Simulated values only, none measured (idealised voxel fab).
process module | voxel plated lines
cross-section cut | 240 nm wide | cells 5 nm
A cross-section is a grid of square cells, given in bands from the top down. A band is one or more rows of cells.
Each band's line starts with the height of the band's top and of its bottom, in nm. Then come its materials from left to right, each with its width in nm. One material with "throughout" fills the band from edge to edge. "air" is empty space.
Height 0 is the level under which the wafer as received is all one material. The lowest band goes on downwards, as in "0 down".
A width such as "30 to 40" changes by the same amount from each row of cells to the next, from the band's top row to its bottom row.
"no change" after a step means that no cell of the cross-section changed.
closed voids: empty space of 8 cells or more with no open way to the top, each as width x height at its distance from the left edge, in nm
after a step's settings: what the simulator itself notes on the step
overlay nm, on a step with a mask: how far to the right of its planned place the mask lay; to the left if negative
plan
1 op RECEIVE | material Si
2 op CONFORMAL_DEP | material SiN | thk nm 15
3 op DIRECTIONAL_DEP | material TiN | thk nm 5
4 op PATTERN | tone open | mask id LINES | material resist | width nm 20 | pitch nm 50 | thk nm 35 | overlay nm 0
5 op EPI | material Ru | thk nm 5
6 op EPI | material Ru | thk nm 5
7 op EPI | material Ru | thk nm 10
8 op STRIP | etch materials resist
9 op DIRECTIONAL_ETCH | etch materials TiN | depth nm 5
10 op CONFORMAL_DEP | material SiN | thk nm 10
varied across the wafers: thk nm of step 3. The plan shows the first wafer's value. All wafers start alike
first wafer as received, after step 1
  0 down: Si throughout
  closed voids: none
each wafer at the end: cells of each material gained (+) or lost (-) since it was received, then its closed voids
thk nm 5 | +48 Ru | +300 SiN | +12 TiN | closed voids: none
thk nm 10 | +48 Ru | +300 SiN | +60 TiN | closed voids: none
thk nm 15 | +48 Ru | +300 SiN | +108 TiN | closed voids: none
thk nm 20 | +48 Ru | +300 SiN | +156 TiN | closed voids: none
